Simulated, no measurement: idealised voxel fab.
process module | voxel ribs on slabs
The cross-section on display is named cut; it measures 205 nm wide, and its cells are 5 nm squares.
Think of the cross-section as a grid of square cells. We describe it in bands, top to bottom, and each band covers one or more rows of those cells. Heights first: top, then bottom, in nm. Then materials, left to right, each with a width in nm. "throughout" on a single material: fills the band edge to edge. "empty": empty space. Ref level 0: as-received wafer is one material below here. Bottom band extends down with no lower bound ("0 and below"). A two-number width, for instance "30 to 40", indicates that the width is equal to the first number in the top row of the band and to the second number in the bottom row, and that it changes by a constant amount per row of cells. Any step labelled "no change occurred" changed none of the cells in the cross-section. Heads up: "Closed internal cavities" only lists the empty pockets with no open path to the top that are 8 cells or more, and it writes them as width x height at distance, distance from the left edge, in nm. What comes after the settings on a step's line is commentary from the simulator itself on that step. The "overlay nm" setting may appear on a step's line; for a step that uses a mask, it gives how far to the right of its planned position the mask lay, and a negative value indicates the left.

### Steps in the process plan
- 1: RECEIVE with material Si
- 2: DIRECTIONAL_DEP with material SiO2, thk nm 30
- 3: DIRECTIONAL_DEP with material polySi, thk nm 25
- 4: MASKED_ETCH with tone cover, mask id RIB, width nm 30, etch materials polySi, depth nm 5, overlay nm 0
- 5: DIRECTIONAL_DEP with material aC, thk nm 15
- 6: PATTERN with tone cover, mask id SLAB, material resist, width nm 70, thk nm 35, overlay nm 0
- 7: DIRECTIONAL_ETCH with etch materials aC, depth nm 15
- 8: STRIP with etch materials resist
- 9: DIRECTIONAL_ETCH with etch materials polySi, depth nm 20
- 10: STRIP with etch materials aC
- 11: FILL_DEP with material SiO2, thk nm 25
- 12: CMP with height nm 70
- 13: DIRECTIONAL_DEP with material W, thk nm 10
- 14: MASKED_ETCH with tone cover, mask id HEATER, width nm 40, etch materials W, depth nm 10, overlay nm 0
- 15: CONFORMAL_DEP with material SiN, thk nm 5

### As-received state of the wafer in cross-section, equivalent to post-step 1
    0 and below = Si throughout
    Closed internal cavities: none

### As-planned run: cross-section of the first of two wafers at end of module
    85 down to 80 = empty (75)  SiN (50)  empty (80)
    80 down to 75 = empty (75)  SiN (5)  W (40)  SiN (5)  empty (80)
    75 down to 70 = SiN (80)  W (40)  SiN (85)
    70 down to 55 = SiO2 throughout
    55 down to 50 = SiO2 (85)  polySi (30)  SiO2 (90)
    50 down to 30 = SiO2 (65)  polySi (70)  SiO2 (70)
    30 down to 0 = SiO2 throughout
    0 and below = Si throughout
    Closed internal cavities: none

### Wafer two, sectioned after the module: the first wafer's start, the first wafer's plan, and one mistake in how it was run
    80 down to 70 = empty (80)  W (40)  empty (85)
    70 down to 55 = SiO2 throughout
    55 down to 50 = SiO2 (85)  polySi (30)  SiO2 (90)
    50 down to 30 = SiO2 (65)  polySi (70)  SiO2 (70)
    30 down to 0 = SiO2 throughout
    0 and below = Si throughout
    Closed internal cavities: none
Error vs. plan: step 15 of the plan: omitted, not performed
Wrapping up, a cell-based count of both wafers puts the second over or under the first for these materials: -45 SiN
